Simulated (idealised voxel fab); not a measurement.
Process module in this document: voxel gate over fins
The width of the displayed cross-section, cut, is 255 nm; its cells are square, with a size of 5 nm.
If you're reading a cross-section in this doc, picture square cells in a grid; it comes to you as bands, top ones listed first down to the bottom, and a band can be one or more rows of cells. Per band: top height and bottom height in nm, followed by the left-to-right materials and their widths in nm; "all across" marks a single material spanning edge to edge, "air" marks empty space. It should be noted that heights are counted from 0, beneath which the wafer as supplied is of one material throughout, and that the lowest band possesses no lower boundary but continues downward, as written in "0 nm and below". Note: "30..40" means the width goes from the first number (top row of the band) to the second number (bottom row) in equal steps per row of cells. Take "remains unaltered" at face value: in the step it is given for, the cross-section changed in none of its cells. Enclosed voids (no open way to top), threshold 8 cells or more, entry "Enclosed empty spaces", notation width x height at distance, distance from left edge, nm. Read whatever lies past the settings on a step's line as the simulator's own remark about the step. "overlay nm" denotes, for a step that has a mask, the displacement of the mask to the right of its planned place, with negative values corresponding to the left.
# Below is the list of planned process steps
| 1 | RECEIVE,material Si |
| 2 | CONFORMAL_DEP,material SiN,thk nm 5 |
| 3 | MASKED_ETCH,tone cover,mask id FINS,width nm 15,pitch nm 55,etch materials SiN,depth nm 5,overlay nm 0 |
| 4 | MASKED_ETCH,tone cover,mask id FINS,width nm 15,pitch nm 55,etch materials Si,depth nm 40,overlay nm 0 |
| 5 | FILL_DEP,material SiO2,thk nm 5 |
| 6 | CMP,height nm 5 |
| 7 | PATTERN,tone open,mask id RAIL,material resist,width nm 15,thk nm 20,overlay nm 0 |
| 8 | DIRECTIONAL_ETCH,etch materials SiO2,depth nm 40 |
| 9 | STRIP,etch materials resist |
| 10 | CONFORMAL_DEP,material TiN,thk nm 5 |
| 11 | FILL_DEP,material Ru,thk nm 5 |
| 12 | CMP,height nm 5 |
| 13 | SELECTIVE_ETCH,etch materials W Ru TiN,depth nm 25 |
| 14 | FILL_DEP,material SiO2,thk nm 5 |
| 15 | CMP,height nm 5 |
| 16 | SELECTIVE_ETCH,etch materials SiO2,depth nm 15 |
| 17 | STRIP,etch materials SiN |
| 18 | CONFORMAL_DEP,material HfO2,thk nm 5 |
| 19 | CONFORMAL_DEP,material TiN,thk nm 5 |
| 20 | CONFORMAL_DEP,material TiAl,thk nm 5 |
| 21 | CONFORMAL_DEP,material TiN,thk nm 5 |
| 22 | FILL_DEP,material W,thk nm 15 |
| 23 | CMP,height nm 30 |
| 24 | CONFORMAL_DEP,material SiN,thk nm 10 |
# Wafer at receipt (post step 1), cross-section
> 0 nm and below = Si all across
> Enclosed empty spaces: none
# What the wafer looks like in cross-section after this module, when it starts as shown above and follows the plan above but one mistake is made in running it
> 40 nm to 30 nm = SiN all across
> 30 nm to 20 nm = W all across
> 20 nm to 15 nm = W 15 | TiN 220 | W 20
> 15 nm to 10 nm = W 15 | TiN 5 | TiAl 45 | TiN 10 | TiAl 45 | TiN 10 | TiAl 45 | TiN 10 | TiAl 45 | TiN 5 | W 20
> 10 nm to 5 nm = TiN 20 | TiAl 5 | TiN 35 | TiAl 5 | TiN 10 | TiAl 5 | TiN 35 | TiAl 5 | TiN 10 | TiAl 5 | TiN 35 | TiAl 5 | TiN 10 | TiAl 5 | TiN 35 | TiAl 5 | TiN 25
> 5 nm to 0 nm = TiAl 25 | TiN 5 | HfO2 25 | TiN 5 | TiAl 20 | TiN 5 | HfO2 25 | TiN 5 | TiAl 20 | TiN 5 | HfO2 25 | TiN 5 | TiAl 20 | TiN 5 | HfO2 25 | TiN 5 | TiAl 30
> 0 nm to -5 nm = TiN 30 | HfO2 5 | Si 15 | HfO2 5 | TiN 30 | HfO2 5 | Si 15 | HfO2 5 | TiN 30 | HfO2 5 | Si 15 | HfO2 5 | TiN 30 | HfO2 5 | Si 15 | HfO2 5 | TiN 35
> -5 nm to -10 nm = HfO2 35 | Si 15 | HfO2 40 | Si 15 | HfO2 40 | Si 15 | HfO2 40 | Si 15 | HfO2 40
> -10 nm to -20 nm = SiO2 35 | Si 15 | SiO2 40 | Si 15 | SiO2 40 | Si 15 | SiO2 40 | Si 15 | SiO2 40
> -20 nm to -30 nm = SiO2 35 | Si 15 | TiN 5 | Ru 5 | TiN 5 | SiO2 25 | Si 15 | SiO2 40 | Si 15 | SiO2 40 | Si 15 | SiO2 40
> -30 nm to -35 nm = SiO2 35 | Si 15 | TiN 15 | SiO2 25 | Si 15 | SiO2 40 | Si 15 | SiO2 40 | Si 15 | SiO2 40
> -35 nm to -40 nm = SiO2 35 | Si 15 | SiO2 40 | Si 15 | SiO2 40 | Si 15 | SiO2 40 | Si 15 | SiO2 40
> -40 nm and below = Si all across
> Enclosed empty spaces: none
What went wrong in running the wafer? rather than as planned, step 7 actually ran as PATTERN,tone open,mask id RAIL,material resist,width nm 15,thk nm 20,overlay nm -10
